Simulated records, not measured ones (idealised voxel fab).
The document below concerns the process module designated voxel self aligned vias.
Section shown: cut. Width: 255 nm. Cell size: 5 nm, square.
For the purposes of this document, a cross-section shall be understood as a grid of square cells, specified as bands listed in top-to-bottom order, each band consisting of one or more rows of cells. Within each band entry, the heights of the top and of the bottom of the band appear first, in that order and in nm; the materials of the band then follow from left to right, each with its corresponding width in nm. The designation "full width" on a single material indicates that it fills the band from edge to edge; the designation "air" indicates empty space. It should be noted that heights are counted from 0, beneath which the wafer as supplied is of one material throughout, and that the lowest band possesses no lower boundary but continues downward, as written in "0 nm and below". When a width is written as two numbers, as in "30 to 40", the first number is the width in the top row of cells of the band and the second is the width in its bottom row, and the width changes by the same amount from each row to the next. When a step is marked "changes: none", none of the cells in the cross-section changed during that step. "Enclosed internal voids" enumerates empty spaces isolated from the top, with no open way to it, that contain at least 8 cells, giving each as width x height at distance from the left edge, all three in nm. Whatever follows a step's settings on its line is a remark the simulator itself makes about that step. "overlay nm" answers the question of how far to the right of plan the mask lay on a step that has a mask, and when it is negative the answer is to the left.
# Set out below are the planned steps of the process
| 1 | RECEIVE: material Si |
| 2 | CONFORMAL_DEP: material SiO2, thk nm 15 |
| 3 | CONFORMAL_DEP: material SiCN, thk nm 5 |
| 4 | DIRECTIONAL_DEP: material lowk, thk nm 25 |
| 5 | PATTERN: tone open, mask id LINES, material resist, width nm 30, pitch nm 70, thk nm 15, overlay nm 0 |
| 6 | DIRECTIONAL_ETCH: etch materials lowk, depth nm 25 |
| 7 | STRIP: etch materials resist |
| 8 | CONFORMAL_DEP: material TiN, thk nm 5 |
| 9 | FILL_DEP: material W, thk nm 10 |
| 10 | CMP: height nm 45 |
| 11 | SELECTIVE_ETCH: etch materials W Ru TiN, depth nm 5 |
| 12 | FILL_DEP: material SiN, thk nm 5 |
| 13 | CMP: height nm 45 |
| 14 | DIRECTIONAL_DEP: material lowk, thk nm 15 |
| 15 | DIRECTIONAL_DEP: material aC, thk nm 15 |
| 16 | PATTERN: tone open, mask id VIAS, material resist, width nm 50, pitch nm 70, thk nm 30, overlay nm -15 |
| 17 | DIRECTIONAL_ETCH: etch materials aC, depth nm 15 |
| 18 | STRIP: etch materials resist |
| 19 | DIRECTIONAL_ETCH: etch materials lowk, depth nm 15 |
| 20 | DIRECTIONAL_ETCH: etch materials SiN, depth nm 5 |
| 21 | STRIP: etch materials aC |
| 22 | CONFORMAL_DEP: material TiN, thk nm 5 |
| 23 | FILL_DEP: material Cu, thk nm 10 |
| 24 | CMP: height nm 60 |
| 25 | CONFORMAL_DEP: material SiN, thk nm 5 |
The plan shows the overlay nm of step 16 as the first wafer had it; this setting differs between the wafers, which start out alike.
# First wafer of several, as received: cross-section after step 1
> 0 nm and below | Si full width
> Enclosed internal voids: none
# Cross-section of the first of several wafers, taken after step 25, where the module ends
> 65 nm to 60 nm | SiN full width
> 60 nm to 50 nm | lowk (50); TiN (5); Cu (40); TiN (5); lowk (20); TiN (5); Cu (40); TiN (5); lowk (85)
> 50 nm to 45 nm | lowk (50); TiN (30); Cu (15); TiN (5); lowk (20); TiN (30); Cu (15); TiN (5); lowk (85)
> 45 nm to 40 nm | lowk (75); TiN (25); SiN (5); lowk (40); TiN (25); SiN (5); lowk (80)
> 40 nm to 25 nm | lowk (75); TiN (5); W (20); TiN (5); lowk (40); TiN (5); W (20); TiN (5); lowk (80)
> 25 nm to 20 nm | lowk (75); TiN (30); lowk (40); TiN (30); lowk (80)
> 20 nm to 15 nm | SiCN full width
> 15 nm to 0 nm | SiO2 full width
> 0 nm and below | Si full width
> Enclosed internal voids: none
# Final wafer cross-section at module end
> 65 nm to 60 nm | SiN full width
> 60 nm to 50 nm | lowk (80); TiN (5); Cu (40); TiN (5); lowk (20); TiN (5); Cu (40); TiN (5); lowk (55)
> 50 nm to 45 nm | lowk (80); TiN (5); Cu (15); TiN (30); lowk (20); TiN (5); Cu (15); TiN (30); lowk (55)
> 45 nm to 40 nm | lowk (75); SiN (5); TiN (25); lowk (40); SiN (5); TiN (25); lowk (80)
> 40 nm to 25 nm | lowk (75); TiN (5); W (20); TiN (5); lowk (40); TiN (5); W (20); TiN (5); lowk (80)
> 25 nm to 20 nm | lowk (75); TiN (30); lowk (40); TiN (30); lowk (80)
> 20 nm to 15 nm | SiCN full width
> 15 nm to 0 nm | SiO2 full width
> 0 nm and below | Si full width
> Enclosed internal voids: none
# Basically each wafer gets a line in the table, showing it at the end of the module: material by material, the cells it gained (+) or lost (-) since we got it, then its closed voids
overlay nm -15; +38 Cu; +51 SiCN; +53 SiN; +153 SiO2; +56 TiN; +24 W; +288 lowk; Enclosed internal voids: none
overlay nm -10; +40 Cu; +51 SiCN; +51 SiN; +153 SiO2; +56 TiN; +24 W; +288 lowk; Enclosed internal voids: none
overlay nm -5; +40 Cu; +51 SiCN; +51 SiN; +153 SiO2; +56 TiN; +24 W; +288 lowk; Enclosed internal voids: none
overlay nm 0; +40 Cu; +51 SiCN; +51 SiN; +153 SiO2; +56 TiN; +24 W; +288 lowk; Enclosed internal voids: none
overlay nm 5; +40 Cu; +51 SiCN; +51 SiN; +153 SiO2; +56 TiN; +24 W; +288 lowk; Enclosed internal voids: none
overlay nm 10; +40 Cu; +51 SiCN; +51 SiN; +153 SiO2; +56 TiN; +24 W; +288 lowk; Enclosed internal voids: none
overlay nm 15; +38 Cu; +51 SiCN; +53 SiN; +153 SiO2; +56 TiN; +24 W; +288 lowk; Enclosed internal voids: none
